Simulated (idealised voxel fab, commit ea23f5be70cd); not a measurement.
Module name: voxel capacitor over wiring (process module)
Cross-section cut: width 155 nm, square cells of 5 nm.
The cross-sections in this document take the form of a grid made of square cells. They are written out as bands, in order from top to bottom. Each band consists of one or more rows of cells.
Heads up on the band format: heights come first, top then bottom, in nm. After that it's the materials left to right, each with its width in nm. A single material flagged "full width" fills the whole band edge to edge, and "air" means there's empty space there.
Height is counted from the level 0, under which the received wafer is composed throughout of one material. The lowest of the bands is not closed at the bottom but continues downward, in the notation "from 0 down".
So if you see something like "30 to 40" for the width, read it as the top row of the band sitting at the first number and the bottom row at the second, with every row in between moving by the same amount as the last.
The designation "everything unchanged", where it is given for a processing step, indicates that no cell of the cross-section was altered in the course of that step.
What "Closed void listing" gives you is every empty space of 8 cells or more that is cut off from the top. Each appears as width x height at distance, with the distance taken from the left edge and width, height and distance all in nm.
Note: text after step settings on the step line = simulator remark on that step.
"overlay nm" on a masked step: distance the mask lay right of its planned place, negative for left.
Planned process steps
1 RECEIVE,material Si
2 CONFORMAL_DEP,material SiO2,thk nm 15
3 DIRECTIONAL_DEP,material TiN,thk nm 5
4 DIRECTIONAL_DEP,material Ru,thk nm 15
5 MASKED_ETCH,tone cover,mask id METAL_1,width nm 25,pitch nm 85,etch materials Ru,depth nm 15,overlay nm 0
6 MASKED_ETCH,tone cover,mask id METAL_1,width nm 25,pitch nm 85,etch materials TiN,depth nm 5,overlay nm 0
7 CONFORMAL_DEP,material SiN,thk nm 5
8 FILL_DEP,material SiO2,thk nm 5
9 CMP,height nm 35
10 CONFORMAL_DEP,material SiCN,thk nm 5
11 DIRECTIONAL_DEP,material lowk,thk nm 20
12 MASKED_ETCH,tone open,mask id PLUG_1,width nm 15,etch materials lowk,depth nm 20,overlay nm 0
13 MASKED_ETCH,tone open,mask id PLUG_1,width nm 15,etch materials SiCN,depth nm 5,overlay nm 0
14 EPI,material Ru,thk nm 10
15 EPI,material Ru,thk nm 10
16 EPI,material Ru,thk nm 5
17 DIRECTIONAL_DEP,material TiN,thk nm 5
18 DIRECTIONAL_DEP,material SiN,thk nm 5
19 DIRECTIONAL_DEP,material TiN,thk nm 5
20 MASKED_ETCH,tone cover,mask id UPPER_PLATE,width nm 65,etch materials TiN,depth nm 5,overlay nm 0
21 MASKED_ETCH,tone cover,mask id UPPER_PLATE,width nm 65,etch materials SiN,depth nm 5,overlay nm 0
22 PATTERN,tone cover,mask id LOWER_PLATE,material resist,width nm 75,thk nm 20,overlay nm 0
23 DIRECTIONAL_ETCH,etch materials TiN,depth nm 5
24 STRIP,etch materials resist
25 FILL_DEP,material SiO2,thk nm 20
26 CMP,height nm 90
27 PATTERN,tone open,mask id PLUG_2,material resist,width nm 15,thk nm 20,overlay nm 0
28 DIRECTIONAL_ETCH,etch materials SiO2,depth nm 15
29 STRIP,etch materials resist
30 CONFORMAL_DEP,material TiN,thk nm 5
31 FILL_DEP,material W,thk nm 10
32 CMP,height nm 90
33 CONFORMAL_DEP,material SiN,thk nm 5
first wafer, as planned
So this is the incoming wafer in cross-section - it's already been through step 1
> from 0 down: Si full width
> Closed void listing: none
Cross-sectional representation of the wafer at the conclusion of step 2
> from 15 to 0: SiO2 full width
> Everything below 0 is unchanged.
Cross-sectional representation of the wafer at the conclusion of step 3
> from 20 to 15: TiN full width
> Everything below 15 is unchanged.
Cross-sectional representation of the wafer at the conclusion of step 4
> from 35 to 20: Ru full width
> Everything below 20 is unchanged.
Cross-sectional representation of the wafer at the conclusion of step 5
> from 35 to 20: air: 20  Ru: 25  air: 60  Ru: 25  air: 25
> Everything below 20 is unchanged.
Cross-sectional representation of the wafer at the conclusion of step 6
> from 35 to 20: air: 20  Ru: 25  air: 60  Ru: 25  air: 25
> from 20 to 15: air: 20  TiN: 25  air: 60  TiN: 25  air: 25
> Everything below 15 is unchanged.
Cross-sectional representation of the wafer at the conclusion of step 7
> from 40 to 35: air: 15  SiN: 35  air: 50  SiN: 35  air: 20
> from 35 to 20: air: 15  SiN: 5  Ru: 25  SiN: 5  air: 50  SiN: 5  Ru: 25  SiN: 5  air: 20
> from 20 to 15: SiN: 20  TiN: 25  SiN: 60  TiN: 25  SiN: 25
> Everything below 15 is unchanged.
Cross-sectional representation of the wafer at the conclusion of step 8
> from 45 to 40: SiO2 full width
> from 40 to 35: SiO2: 15  SiN: 35  SiO2: 50  SiN: 35  SiO2: 20
> from 35 to 20: SiO2: 15  SiN: 5  Ru: 25  SiN: 5  SiO2: 50  SiN: 5  Ru: 25  SiN: 5  SiO2: 20
> Everything below 20 is unchanged.
Cross-sectional representation of the wafer at the conclusion of step 9
> from 35 to 20: SiO2: 15  SiN: 5  Ru: 25  SiN: 5  SiO2: 50  SiN: 5  Ru: 25  SiN: 5  SiO2: 20
> Everything below 20 is unchanged.
Cross-sectional representation of the wafer at the conclusion of step 10
> from 40 to 35: SiCN full width
> Everything below 35 is unchanged.
Cross-sectional representation of the wafer at the conclusion of step 11
> from 60 to 40: lowk full width
> Everything below 40 is unchanged.
Cross-sectional representation of the wafer at the conclusion of step 12
> from 60 to 40: lowk: 30  air: 15  lowk: 110
> Everything below 40 is unchanged.
Cross-sectional representation of the wafer at the conclusion of step 13
> from 60 to 40: lowk: 30  air: 15  lowk: 110
> from 40 to 35: SiCN: 30  air: 15  SiCN: 110
> Everything below 35 is unchanged.
Cross-sectional representation of the wafer at the conclusion of step 14
> from 60 to 45: lowk: 30  air: 15  lowk: 110
> from 45 to 40: lowk: 30  Ru: 15  lowk: 110
> from 40 to 35: SiCN: 30  Ru: 15  SiCN: 110
> Everything below 35 is unchanged.
Cross-sectional representation of the wafer at the conclusion of step 15
> from 60 to 55: lowk: 30  air: 15  lowk: 110
> from 55 to 40: lowk: 30  Ru: 15  lowk: 110
> Everything below 40 is unchanged.
Cross-sectional representation of the wafer at the conclusion of step 16
> from 60 to 40: lowk: 30  Ru: 15  lowk: 110
> Everything below 40 is unchanged.
Cross-sectional representation of the wafer at the conclusion of step 17
> from 65 to 60: TiN full width
> Everything below 60 is unchanged.
Cross-sectional representation of the wafer at the conclusion of step 18
> from 70 to 65: SiN full width
> Everything below 65 is unchanged.
Cross-sectional representation of the wafer at the conclusion of step 19
> from 75 to 70: TiN full width
> Everything below 70 is unchanged.
Cross-sectional representation of the wafer at the conclusion of step 20
> from 75 to 70: air: 30  TiN: 65  air: 60
> Everything below 70 is unchanged.
Cross-sectional representation of the wafer at the conclusion of step 21
> from 75 to 70: air: 30  TiN: 65  air: 60
> from 70 to 65: air: 30  SiN: 65  air: 60
> Everything below 65 is unchanged.
Cross-sectional representation of the wafer at the conclusion of step 22
> from 95 to 75: air: 25  resist: 75  air: 55
> from 75 to 70: air: 25  resist: 5  TiN: 65  resist: 5  air: 55
> from 70 to 65: air: 25  resist: 5  SiN: 65  resist: 5  air: 55
> Everything below 65 is unchanged.
Cross-sectional representation of the wafer at the conclusion of step 23
> from 95 to 75: air: 25  resist: 75  air: 55
> from 75 to 70: air: 25  resist: 5  TiN: 65  resist: 5  air: 55
> from 70 to 65: air: 25  resist: 5  SiN: 65  resist: 5  air: 55
> from 65 to 60: air: 25  TiN: 75  air: 55
> Everything below 60 is unchanged.
Cross-sectional representation of the wafer at the conclusion of step 24
> from 75 to 70: air: 30  TiN: 65  air: 60
> from 70 to 65: air: 30  SiN: 65  air: 60
> Everything below 65 is unchanged.
Cross-sectional representation of the wafer at the conclusion of step 25
> from 95 to 75: SiO2 full width
> from 75 to 70: SiO2: 30  TiN: 65  SiO2: 60
> from 70 to 65: SiO2: 30  SiN: 65  SiO2: 60
> from 65 to 60: SiO2: 25  TiN: 75  SiO2: 55
> Everything below 60 is unchanged.
Cross-sectional representation of the wafer at the conclusion of step 26
> from 90 to 75: SiO2 full width
> Everything below 75 is unchanged.
Cross-sectional representation of the wafer at the conclusion of step 27
> from 110 to 90: resist: 40  air: 15  resist: 100
> Everything below 90 is unchanged.
Cross-sectional representation of the wafer at the conclusion of step 28
> from 110 to 90: resist: 40  air: 15  resist: 100
> from 90 to 75: SiO2: 40  air: 15  SiO2: 100
> Everything below 75 is unchanged.
Cross-sectional representation of the wafer at the conclusion of step 29
> from 90 to 75: SiO2: 40  air: 15  SiO2: 100
> Everything below 75 is unchanged.
Cross-sectional representation of the wafer at the conclusion of step 30
> from 95 to 90: TiN: 45  air: 5  TiN: 105
> from 90 to 80: SiO2: 40  TiN: 5  air: 5  TiN: 5  SiO2: 100
> from 80 to 70: SiO2: 40 to 30  TiN: 15 to 65  SiO2: 100 to 60
> Everything below 70 is unchanged.
Cross-sectional representation of the wafer at the conclusion of step 31
> from 105 to 95: W full width
> from 95 to 90: TiN: 45  W: 5  TiN: 105
> from 90 to 80: SiO2: 40  TiN: 5  W: 5  TiN: 5  SiO2: 100
> Everything below 80 is unchanged.
Cross-sectional representation of the wafer at the conclusion of step 32
> from 90 to 80: SiO2: 40  TiN: 5  W: 5  TiN: 5  SiO2: 100
> Everything below 80 is unchanged.
Cross-sectional representation of the wafer at the conclusion of step 33
> from 95 to 90: SiN full width
> Everything below 90 is unchanged.
What follows concerns the second wafer, which started out like the first and was meant to follow the very same plan; one mistake crept in when it was run, but everything up to and including step 9 is the same as for the first wafer
Cross-section: second wafer, time at which step 10 was scheduled to end
> from 55 to 35: lowk full width
> Everything below 35 is unchanged.
Cross-section: second wafer, time at which step 11 was scheduled to end
> from 60 to 55: SiCN full width
> Everything below 55 is unchanged.
Cross-section: second wafer, time at which step 12 was scheduled to end: everything unchanged
Cross-section: second wafer, time at which step 13 was scheduled to end
> from 60 to 55: SiCN: 30  air: 15  SiCN: 110
> Everything below 55 is unchanged.
Cross-section: second wafer, time at which step 14 was scheduled to end: everything unchanged
Cross-section: second wafer, time at which step 15 was scheduled to end: everything unchanged
Cross-section: second wafer, time at which step 16 was scheduled to end: everything unchanged
Cross-section: second wafer, time at which step 17 was scheduled to end
> from 65 to 60: TiN: 30  air: 15  TiN: 110
> from 60 to 55: SiCN: 30  TiN: 15  SiCN: 110
> Everything below 55 is unchanged.
Cross-section: second wafer, time at which step 18 was scheduled to end
> from 70 to 65: SiN: 30  air: 15  SiN: 110
> from 65 to 60: TiN: 30  SiN: 15  TiN: 110
> Everything below 60 is unchanged.
Cross-section: second wafer, time at which step 19 was scheduled to end
> from 75 to 70: TiN: 30  air: 15  TiN: 110
> from 70 to 65: SiN: 30  TiN: 15  SiN: 110
> Everything below 65 is unchanged.
Cross-section: second wafer, time at which step 20 was scheduled to end
> from 75 to 70: air: 45  TiN: 50  air: 60
> Everything below 70 is unchanged.
Cross-section: second wafer, time at which step 21 was scheduled to end
> from 75 to 70: air: 45  TiN: 50  air: 60
> from 70 to 65: air: 30  TiN: 15  SiN: 50  air: 60
> Everything below 65 is unchanged.
Cross-section: second wafer, time at which step 22 was scheduled to end
> from 95 to 75: air: 25  resist: 75  air: 55
> from 75 to 70: air: 25  resist: 20  TiN: 50  resist: 5  air: 55
> from 70 to 65: air: 25  resist: 5  TiN: 15  SiN: 50  resist: 5  air: 55
> Everything below 65 is unchanged.
Cross-section: second wafer, time at which step 23 was scheduled to end
> from 95 to 75: air: 25  resist: 75  air: 55
> from 75 to 70: air: 25  resist: 20  TiN: 50  resist: 5  air: 55
> from 70 to 65: air: 25  resist: 5  TiN: 15  SiN: 50  resist: 5  air: 55
> from 65 to 60: air: 25  TiN: 5  SiN: 15  TiN: 55  air: 55
> Everything below 60 is unchanged.
Cross-section: second wafer, time at which step 24 was scheduled to end
> from 75 to 70: air: 45  TiN: 50  air: 60
> from 70 to 65: air: 30  TiN: 15  SiN: 50  air: 60
> Everything below 65 is unchanged.
Cross-section: second wafer, time at which step 25 was scheduled to end
> from 95 to 75: SiO2 full width
> from 75 to 70: SiO2: 45  TiN: 50  SiO2: 60
> from 70 to 65: SiO2: 30  TiN: 15  SiN: 50  SiO2: 60
> from 65 to 60: SiO2: 25  TiN: 5  SiN: 15  TiN: 55  SiO2: 55
> Everything below 60 is unchanged.
Cross-section: second wafer, time at which step 26 was scheduled to end
> from 90 to 75: SiO2 full width
> Everything below 75 is unchanged.
Cross-section: second wafer, time at which step 27 was scheduled to end
> from 110 to 90: resist: 40  air: 15  resist: 100
> Everything below 90 is unchanged.
Cross-section: second wafer, time at which step 28 was scheduled to end
> from 110 to 90: resist: 40  air: 15  resist: 100
> from 90 to 75: SiO2: 40  air: 15  SiO2: 100
> Everything below 75 is unchanged.
Cross-section: second wafer, time at which step 29 was scheduled to end
> from 90 to 75: SiO2: 40  air: 15  SiO2: 100
> Everything below 75 is unchanged.
Cross-section: second wafer, time at which step 30 was scheduled to end
> from 95 to 90: TiN: 45  air: 5  TiN: 105
> from 90 to 80: SiO2: 40  TiN: 5  air: 5  TiN: 5  SiO2: 100
> from 80 to 70: SiO2: 40 to 45  TiN: 15 to 50  SiO2: 100 to 60
> Everything below 70 is unchanged.
Cross-section: second wafer, time at which step 31 was scheduled to end
> from 105 to 95: W full width
> from 95 to 90: TiN: 45  W: 5  TiN: 105
> from 90 to 80: SiO2: 40  TiN: 5  W: 5  TiN: 5  SiO2: 100
> Everything below 80 is unchanged.
Cross-section: second wafer, time at which step 32 was scheduled to end
> from 90 to 80: SiO2: 40  TiN: 5  W: 5  TiN: 5  SiO2: 100
> Everything below 80 is unchanged.
Cross-section: second wafer, time at which step 33 was scheduled to end
> from 95 to 90: SiN full width
> Everything below 90 is unchanged.
Plan not followed: steps 10 and 11 swapped
Bottom line after processing is that, in cells, the second wafer is up or down on some materials versus the first: -15 Ru; +3 SiO2; +12 lowk
